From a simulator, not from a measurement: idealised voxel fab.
process module | voxel gate over fins
cross-section cut | 285 nm wide | cells 5 nm
A cross-section is a grid of square cells, given in bands from the top down. A band is one or more rows of cells.
Each band's line starts with the height of the band's top and of its bottom, in nm. Then come its materials from left to right, each with its width in nm. One material with "throughout" fills the band from edge to edge. "air" is empty space.
Height 0 is the level under which the wafer as received is all one material. The lowest band goes on downwards, as in "0 down".
A width such as "30 to 40" changes by the same amount from each row of cells to the next, from the band's top row to its bottom row.
"no change" after a step means that no cell of the cross-section changed.
closed voids: empty space of 8 cells or more with no open way to the top, each as width x height at its distance from the left edge, in nm
after a step's settings: what the simulator itself notes on the step
overlay nm, on a step with a mask: how far to the right of its planned place the mask lay; to the left if negative
plan
1 op RECEIVE | material Si
2 op CONFORMAL_DEP | material SiN | thk nm 5
3 op MASKED_ETCH | tone cover | mask id FINS | width nm 15 | pitch nm 60 | etch materials SiN | depth nm 5 | overlay nm 0
4 op MASKED_ETCH | tone cover | mask id FINS | width nm 15 | pitch nm 60 | etch materials Si | depth nm 35 | overlay nm 0
5 op OXIDIZE | depth nm 5
6 op FILL_DEP | material SiO2 | thk nm 5
7 op CMP | height nm 5
8 op PATTERN | tone open | mask id RAIL | material resist | width nm 15 | thk nm 20 | overlay nm 0
9 op DIRECTIONAL_ETCH | etch materials SiO2 | depth nm 35
10 op STRIP | etch materials resist
11 op CONFORMAL_DEP | material TiN | thk nm 5
12 op FILL_DEP | material W | thk nm 10
13 op CMP | height nm 5
14 op SELECTIVE_ETCH | etch materials W Ru TiN | depth nm 30
15 op FILL_DEP | material SiO2 | thk nm 5
16 op CMP | height nm 5
17 op SELECTIVE_ETCH | etch materials SiO2 | depth nm 20
18 op STRIP | etch materials SiN
19 op CONFORMAL_DEP | material HfO2 | thk nm 5
20 op CONFORMAL_DEP | material TiN | thk nm 5
21 op FILL_DEP | material W | thk nm 10
22 op CMP | height nm 15
23 op CONFORMAL_DEP | material SiN | thk nm 10
first wafer, as planned
as received, after step 1
  0 down: Si throughout
  closed voids: none
after step 2
  5 to 0: SiN throughout
  below 0: unchanged
after step 3
  5 to 0: air 45 | SiN 15 | air 45 | SiN 15 | air 45 | SiN 15 | air 45 | SiN 15 | air 45
  below 0: unchanged
after step 4
  5 to 0: air 45 | SiN 15 | air 45 | SiN 15 | air 45 | SiN 15 | air 45 | SiN 15 | air 45
  0 to -35: air 45 | Si 15 | air 45 | Si 15 | air 45 | Si 15 | air 45 | Si 15 | air 45
  below -35: unchanged
after step 5
  5 to 0: air 45 | SiN 15 | air 45 | SiN 15 | air 45 | SiN 15 | air 45 | SiN 15 | air 45
  0 to -35: air 45 | SiO2 5 | Si 5 | SiO2 5 | air 45 | SiO2 5 | Si 5 | SiO2 5 | air 45 | SiO2 5 | Si 5 | SiO2 5 | air 45 | SiO2 5 | Si 5 | SiO2 5 | air 45
  -35 to -40: SiO2 50 | Si 5 | SiO2 55 | Si 5 | SiO2 55 | Si 5 | SiO2 55 | Si 5 | SiO2 50
  below -40: unchanged
after step 6
  10 to 5: SiO2 throughout
  5 to 0: SiO2 45 | SiN 15 | SiO2 45 | SiN 15 | SiO2 45 | SiN 15 | SiO2 45 | SiN 15 | SiO2 45
  0 to -40: SiO2 50 | Si 5 | SiO2 55 | Si 5 | SiO2 55 | Si 5 | SiO2 55 | Si 5 | SiO2 50
  below -40: unchanged
after step 7
  5 to 0: SiO2 45 | SiN 15 | SiO2 45 | SiN 15 | SiO2 45 | SiN 15 | SiO2 45 | SiN 15 | SiO2 45
  below 0: unchanged
after step 8
  25 to 5: resist 75 | air 15 | resist 195
  below 5: unchanged
after step 9
  25 to 5: resist 75 | air 15 | resist 195
  5 to 0: SiO2 45 | SiN 15 | SiO2 15 | air 15 | SiO2 15 | SiN 15 | SiO2 45 | SiN 15 | SiO2 45 | SiN 15 | SiO2 45
  0 to -30: SiO2 50 | Si 5 | SiO2 20 | air 15 | SiO2 20 | Si 5 | SiO2 55 | Si 5 | SiO2 55 | Si 5 | SiO2 50
  below -30: unchanged
after step 10
  5 to 0: SiO2 45 | SiN 15 | SiO2 15 | air 15 | SiO2 15 | SiN 15 | SiO2 45 | SiN 15 | SiO2 45 | SiN 15 | SiO2 45
  below 0: unchanged
after step 11
  10 to 5: TiN 80 | air 5 | TiN 200
  5 to 0: SiO2 45 | SiN 15 | SiO2 15 | TiN 5 | air 5 | TiN 5 | SiO2 15 | SiN 15 | SiO2 45 | SiN 15 | SiO2 45 | SiN 15 | SiO2 45
  0 to -25: SiO2 50 | Si 5 | SiO2 20 | TiN 5 | air 5 | TiN 5 | SiO2 20 | Si 5 | SiO2 55 | Si 5 | SiO2 55 | Si 5 | SiO2 50
  -25 to -30: SiO2 50 | Si 5 | SiO2 20 | TiN 15 | SiO2 20 | Si 5 | SiO2 55 | Si 5 | SiO2 55 | Si 5 | SiO2 50
  below -30: unchanged
after step 12
  20 to 10: W throughout
  10 to 5: TiN 80 | W 5 | TiN 200
  5 to 0: SiO2 45 | SiN 15 | SiO2 15 | TiN 5 | W 5 | TiN 5 | SiO2 15 | SiN 15 | SiO2 45 | SiN 15 | SiO2 45 | SiN 15 | SiO2 45
  0 to -25: SiO2 50 | Si 5 | SiO2 20 | TiN 5 | W 5 | TiN 5 | SiO2 20 | Si 5 | SiO2 55 | Si 5 | SiO2 55 | Si 5 | SiO2 50
  below -25: unchanged
after step 13
  5 to 0: SiO2 45 | SiN 15 | SiO2 15 | TiN 5 | W 5 | TiN 5 | SiO2 15 | SiN 15 | SiO2 45 | SiN 15 | SiO2 45 | SiN 15 | SiO2 45
  below 0: unchanged
after step 14
  5 to 0: SiO2 45 | SiN 15 | SiO2 15 | air 15 | SiO2 15 | SiN 15 | SiO2 45 | SiN 15 | SiO2 45 | SiN 15 | SiO2 45
  0 to -25: SiO2 50 | Si 5 | SiO2 20 | air 15 | SiO2 20 | Si 5 | SiO2 55 | Si 5 | SiO2 55 | Si 5 | SiO2 50
  below -25: unchanged
after step 15
  10 to 5: SiO2 throughout
  5 to 0: SiO2 45 | SiN 15 | SiO2 45 | SiN 15 | SiO2 45 | SiN 15 | SiO2 45 | SiN 15 | SiO2 45
  0 to -25: SiO2 50 | Si 5 | SiO2 55 | Si 5 | SiO2 55 | Si 5 | SiO2 55 | Si 5 | SiO2 50
  below -25: unchanged
after step 16
  5 to 0: SiO2 45 | SiN 15 | SiO2 45 | SiN 15 | SiO2 45 | SiN 15 | SiO2 45 | SiN 15 | SiO2 45
  below 0: unchanged
after step 17
  5 to 0: air 45 | SiN 15 | air 45 | SiN 15 | air 45 | SiN 15 | air 45 | SiN 15 | air 45
  0 to -15: air 50 | Si 5 | air 55 | Si 5 | air 55 | Si 5 | air 55 | Si 5 | air 50
  below -15: unchanged
after step 18
  0 to -15: air 50 | Si 5 | air 55 | Si 5 | air 55 | Si 5 | air 55 | Si 5 | air 50
  below -15: unchanged
after step 19
  5 to 0: air 45 | HfO2 15 | air 45 | HfO2 15 | air 45 | HfO2 15 | air 45 | HfO2 15 | air 45
  0 to -10: air 45 | HfO2 5 | Si 5 | HfO2 5 | air 45 | HfO2 5 | Si 5 | HfO2 5 | air 45 | HfO2 5 | Si 5 | HfO2 5 | air 45 | HfO2 5 | Si 5 | HfO2 5 | air 45
  -10 to -15: HfO2 50 | Si 5 | HfO2 55 | Si 5 | HfO2 55 | Si 5 | HfO2 55 | Si 5 | HfO2 50
  below -15: unchanged
after step 20
  10 to 5: air 40 | TiN 25 | air 35 | TiN 25 | air 35 | TiN 25 | air 35 | TiN 25 | air 40
  5 to 0: air 40 | TiN 5 | HfO2 15 | TiN 5 | air 35 | TiN 5 | HfO2 15 | TiN 5 | air 35 | TiN 5 | HfO2 15 | TiN 5 | air 35 | TiN 5 | HfO2 15 | TiN 5 | air 40
  0 to -5: air 40 | TiN 5 | HfO2 5 | Si 5 | HfO2 5 | TiN 5 | air 35 | TiN 5 | HfO2 5 | Si 5 | HfO2 5 | TiN 5 | air 35 | TiN 5 | HfO2 5 | Si 5 | HfO2 5 | TiN 5 | air 35 | TiN 5 | HfO2 5 | Si 5 | HfO2 5 | TiN 5 | air 40
  -5 to -10: TiN 45 | HfO2 5 | Si 5 | HfO2 5 | TiN 45 | HfO2 5 | Si 5 | HfO2 5 | TiN 45 | HfO2 5 | Si 5 | HfO2 5 | TiN 45 | HfO2 5 | Si 5 | HfO2 5 | TiN 45
  below -10: unchanged
after step 21
  20 to 10: W throughout
  10 to 5: W 40 | TiN 25 | W 35 | TiN 25 | W 35 | TiN 25 | W 35 | TiN 25 | W 40
  5 to 0: W 40 | TiN 5 | HfO2 15 | TiN 5 | W 35 | TiN 5 | HfO2 15 | TiN 5 | W 35 | TiN 5 | HfO2 15 | TiN 5 | W 35 | TiN 5 | HfO2 15 | TiN 5 | W 40
  0 to -5: W 40 | TiN 5 | HfO2 5 | Si 5 | HfO2 5 | TiN 5 | W 35 | TiN 5 | HfO2 5 | Si 5 | HfO2 5 | TiN 5 | W 35 | TiN 5 | HfO2 5 | Si 5 | HfO2 5 | TiN 5 | W 35 | TiN 5 | HfO2 5 | Si 5 | HfO2 5 | TiN 5 | W 40
  below -5: unchanged
after step 22
  15 to 10: W throughout
  below 10: unchanged
after step 23
  25 to 15: SiN throughout
  below 15: unchanged
second wafer: like start, like plan, one mistake. Through step 5 it matches the first wafer
when step 6 should have ended
  10 to 5: HfO2 throughout
  5 to 0: HfO2 45 | SiN 15 | HfO2 45 | SiN 15 | HfO2 45 | SiN 15 | HfO2 45 | SiN 15 | HfO2 45
  0 to -35: HfO2 45 | SiO2 5 | Si 5 | SiO2 5 | HfO2 45 | SiO2 5 | Si 5 | SiO2 5 | HfO2 45 | SiO2 5 | Si 5 | SiO2 5 | HfO2 45 | SiO2 5 | Si 5 | SiO2 5 | HfO2 45
  below -35: unchanged
when step 7 should have ended
  5 to 0: HfO2 45 | SiN 15 | HfO2 45 | SiN 15 | HfO2 45 | SiN 15 | HfO2 45 | SiN 15 | HfO2 45
  below 0: unchanged
when step 8 should have ended
  25 to 5: resist 75 | air 15 | resist 195
  below 5: unchanged
when step 9 should have ended: no change
when step 10 should have ended
  5 to 0: HfO2 45 | SiN 15 | HfO2 45 | SiN 15 | HfO2 45 | SiN 15 | HfO2 45 | SiN 15 | HfO2 45
  below 0: unchanged
when step 11 should have ended
  10 to 5: TiN throughout
  below 5: unchanged
when step 12 should have ended
  20 to 10: W throughout
  below 10: unchanged
when step 13 should have ended
  5 to 0: HfO2 45 | SiN 15 | HfO2 45 | SiN 15 | HfO2 45 | SiN 15 | HfO2 45 | SiN 15 | HfO2 45
  below 0: unchanged
when step 14 should have ended: no change
when step 15 should have ended
  10 to 5: SiO2 throughout
  below 5: unchanged
when step 16 should have ended
  5 to 0: HfO2 45 | SiN 15 | HfO2 45 | SiN 15 | HfO2 45 | SiN 15 | HfO2 45 | SiN 15 | HfO2 45
  below 0: unchanged
when step 17 should have ended: no change
when step 18 should have ended
  5 to 0: HfO2 45 | air 15 | HfO2 45 | air 15 | HfO2 45 | air 15 | HfO2 45 | air 15 | HfO2 45
  below 0: unchanged
when step 19 should have ended
  10 to 5: HfO2 50 | air 5 | HfO2 55 | air 5 | HfO2 55 | air 5 | HfO2 55 | air 5 | HfO2 50
  5 to 0: HfO2 throughout
  below 0: unchanged
when step 20 should have ended
  15 to 10: TiN throughout
  10 to 5: HfO2 50 | TiN 5 | HfO2 55 | TiN 5 | HfO2 55 | TiN 5 | HfO2 55 | TiN 5 | HfO2 50
  below 5: unchanged
when step 21 should have ended
  25 to 15: W throughout
  below 15: unchanged
when step 22 should have ended
  15 to 10: TiN throughout
  below 10: unchanged
when step 23 should have ended
  25 to 15: SiN throughout
  below 15: unchanged
what went wrong: step 6 ran as: op FILL_DEP | material HfO2 | thk nm 5
at the end the second wafer has, in cells: 344 more of HfO2 | 153 fewer of SiO2 | 23 fewer of TiN | 168 fewer of W
